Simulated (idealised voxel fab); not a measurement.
Module name: voxel self aligned vias (process module)
The figure presents cross-section cut, which has a width of 145 nm and is divided into square cells with an edge length of 5 nm.
Bands, listed from the top down, are how a cross-section gets written in this document; the cross-section itself is a grid of square cells, and a band is one or more rows of them. Heights first: top, then bottom, in nm. Then materials, left to right, each with a width in nm. "full width" on a single material: fills the band edge to edge. "empty": empty space. Beneath 0, the wafer as received is one material, and that level is where height counting begins. The lowest band goes on downward without a bottom; it is written like "0 nm and below". A two-number width, for instance "30->40", indicates that the width is equal to the first number in the top row of the band and to the second number in the bottom row, and that it changes by a constant amount per row of cells. You'll sometimes find "nothing altered" written for a step, and that's the way of saying that nowhere in the cross-section did a cell change during that step. Empty spaces counting at least 8 cells and having no open way to the top are listed in "Entrapped void list". The notation width x height at distance is used for each, the distance being from the left edge and all three values in nm. Read whatever lies past the settings on a step's line as the simulator's own remark about the step. "overlay nm" on a masked step: distance the mask lay right of its planned place, negative for left.

### The process steps that were planned are listed below
1. RECEIVE,material Si
2. CONFORMAL_DEP,material SiO2,thk nm 10
3. CONFORMAL_DEP,material SiCN,thk nm 5
4. DIRECTIONAL_DEP,material SiO2,thk nm 20
5. MASKED_ETCH,tone open,mask id LINES,width nm 20,pitch nm 45,etch materials SiO2,depth nm 20,overlay nm 0
6. CONFORMAL_DEP,material TiN,thk nm 5
7. FILL_DEP,material W,thk nm 5
8. CMP,height nm 35
9. SELECTIVE_ETCH,etch materials W Ru TiN,depth nm 10
10. FILL_DEP,material SiN,thk nm 10
11. CMP,height nm 35
12. DIRECTIONAL_DEP,material SiO2,thk nm 15
13. PATTERN,tone open,mask id VIAS,material resist,width nm 30,thk nm 20,overlay nm 0
14. DIRECTIONAL_ETCH,etch materials SiO2,depth nm 15
15. DIRECTIONAL_ETCH,etch materials SiN,depth nm 10
16. STRIP,etch materials resist
17. CONFORMAL_DEP,material TiN,thk nm 5
18. FILL_DEP,material W,thk nm 5
19. CMP,height nm 50
20. CONFORMAL_DEP,material SiCN,thk nm 5
Heads up: all these wafers start the same, and what changes between them is the thk nm in step 3. The value you see in the plan is just what the first wafer got.

### Cross-section of the first of several wafers as received (after step 1)
0 nm and below  Si full width
Entrapped void list: none

### First of several wafers in cross-section at module end, following the final step, step 20
55 nm to 50 nm  SiCN full width
50 nm to 40 nm  SiO2=35 / TiN=5 / W=20 / TiN=5 / SiO2=80
40 nm to 35 nm  SiO2=35 / TiN=10 / W=10 / TiN=10 / SiO2=80
35 nm to 30 nm  SiO2=40 / TiN=5 / W=10 / TiN=5 / SiO2=25 / SiN=20 / SiO2=40
30 nm to 25 nm  SiO2=40 / TiN=20 / SiO2=25 / SiN=20 / SiO2=40
25 nm to 20 nm  SiO2=40 / TiN=5 / W=10 / TiN=5 / SiO2=25 / TiN=5 / W=10 / TiN=5 / SiO2=40
20 nm to 15 nm  SiO2=40 / TiN=20 / SiO2=25 / TiN=20 / SiO2=40
15 nm to 10 nm  SiCN full width
10 nm to 0 nm  SiO2 full width
0 nm and below  Si full width
Entrapped void list: none

### The module's end: a cross-section of the last wafer
55 nm to 50 nm  SiCN full width
50 nm to 40 nm  SiO2=35 / TiN=5 / W=20 / TiN=5 / SiO2=80
40 nm to 35 nm  SiO2=35 / TiN=10 / W=10 / TiN=10 / SiO2=80
35 nm to 30 nm  SiO2=40 / TiN=20 / SiO2=25 / SiN=20 / SiO2=40
30 nm to 10 nm  SiCN full width
10 nm to 0 nm  SiO2 full width
0 nm and below  Si full width
Entrapped void list: none

### For your reference, the table is organized with a row per wafer; each row reflects the wafer at the end of the module, indicating for each material the cells gained (+) or lost (-) since receipt, and thereafter its closed voids
thk nm 5 | +58 SiCN | +8 SiN | +211 SiO2 | +26 TiN | +16 W | Entrapped void list: none
thk nm 10 | +87 SiCN | +8 SiN | +190 SiO2 | +22 TiN | +12 W | Entrapped void list: none
thk nm 15 | +116 SiCN | +8 SiN | +169 SiO2 | +14 TiN | +12 W | Entrapped void list: none
thk nm 20 | +145 SiCN | +4 SiN | +148 SiO2 | +12 TiN | +10 W | Entrapped void list: none
